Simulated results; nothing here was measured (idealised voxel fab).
process module | voxel capacitor over wiring
cross-section cut | 165 nm wide | cells 5 nm
A cross-section is a grid of square cells, given in bands from the top down. A band is one or more rows of cells.
Each band's line starts with the height of the band's top and of its bottom, in nm. Then come its materials from left to right, each with its width in nm. One material with "throughout" fills the band from edge to edge. "air" is empty space.
Height 0 is the level under which the wafer as received is all one material. The lowest band goes on downwards, as in "0 down".
A width such as "30 to 40" changes by the same amount from each row of cells to the next, from the band's top row to its bottom row.
"no change" after a step means that no cell of the cross-section changed.
closed voids: empty space of 8 cells or more with no open way to the top, each as width x height at its distance from the left edge, in nm
after a step's settings: what the simulator itself notes on the step
overlay nm, on a step with a mask: how far to the right of its planned place the mask lay; to the left if negative
plan
1 op RECEIVE | material Si
2 op CONFORMAL_DEP | material SiO2 | thk nm 10
3 op DIRECTIONAL_DEP | material TiN | thk nm 5
4 op DIRECTIONAL_DEP | material W | thk nm 25
5 op PATTERN | tone cover | mask id METAL_1 | material resist | width nm 30 | pitch nm 90 | thk nm 20 | overlay nm 0
6 op DIRECTIONAL_ETCH | etch materials W | depth nm 25
7 op DIRECTIONAL_ETCH | etch materials TiN | depth nm 5
8 op STRIP | etch materials resist
9 op FILL_DEP | material lowk | thk nm 10
10 op CMP | height nm 40
11 op CONFORMAL_DEP | material SiCN | thk nm 5
12 op DIRECTIONAL_DEP | material lowk | thk nm 10
13 op MASKED_ETCH | tone open | mask id PLUG_1 | width nm 15 | etch materials lowk | depth nm 10 | overlay nm 0
14 op MASKED_ETCH | tone open | mask id PLUG_1 | width nm 15 | etch materials SiCN | depth nm 5 | overlay nm 0
15 op CONFORMAL_DEP | material TiN | thk nm 5
16 op FILL_DEP | material Ru | thk nm 5
17 op CMP | height nm 55
18 op DIRECTIONAL_DEP | material TiN | thk nm 10
19 op DIRECTIONAL_DEP | material SiN | thk nm 5
20 op DIRECTIONAL_DEP | material TiN | thk nm 10
21 op DIRECTIONAL_DEP | material aC | thk nm 15
22 op PATTERN | tone cover | mask id UPPER_PLATE | material resist | width nm 65 | thk nm 35 | overlay nm 0
23 op DIRECTIONAL_ETCH | etch materials aC | depth nm 15
24 op STRIP | etch materials resist
25 op DIRECTIONAL_ETCH | etch materials TiN | depth nm 10
26 op DIRECTIONAL_ETCH | etch materials SiN | depth nm 5
27 op STRIP | etch materials aC
28 op MASKED_ETCH | tone cover | mask id LOWER_PLATE | width nm 75 | etch materials TiN | depth nm 10 | overlay nm 0
29 op FILL_DEP | material SiO2 | thk nm 20
30 op CMP | height nm 95
31 op PATTERN | tone open | mask id PLUG_2 | material resist | width nm 15 | thk nm 20 | overlay nm 0
32 op DIRECTIONAL_ETCH | etch materials SiO2 | depth nm 15
33 op STRIP | etch materials resist
34 op CONFORMAL_DEP | material TiN | thk nm 5
35 op FILL_DEP | material Ru | thk nm 10
36 op CMP | height nm 95
37 op CONFORMAL_DEP | material SiN | thk nm 5
as received, after step 1
  0 down: Si throughout
  closed voids: none
a wafer at the end: this start, this plan, one mistake
  100 to 95: SiN throughout
  95 to 85: SiO2 45 | TiN 5 | Ru 5 | TiN 5 | SiO2 105
  85 to 80: SiO2 45 | TiN 15 | SiO2 105
  80 to 70: SiO2 35 | TiN 65 | SiO2 65
  70 to 65: SiO2 35 | SiN 65 | SiO2 65
  65 to 55: SiO2 30 | TiN 75 | SiO2 60
  55 to 50: Ru throughout
  50 to 45: TiN 40 | Ru 5 | TiN 120
  45 to 40: SiCN 35 | TiN 15 | SiCN 115
  40 to 15: lowk 20 | W 30 | lowk 60 | W 30 | lowk 25
  15 to 10: lowk 20 | TiN 30 | lowk 60 | TiN 30 | lowk 25
  10 to 0: SiO2 throughout
  0 down: Si throughout
  closed voids: none
what went wrong: step 12 was left out
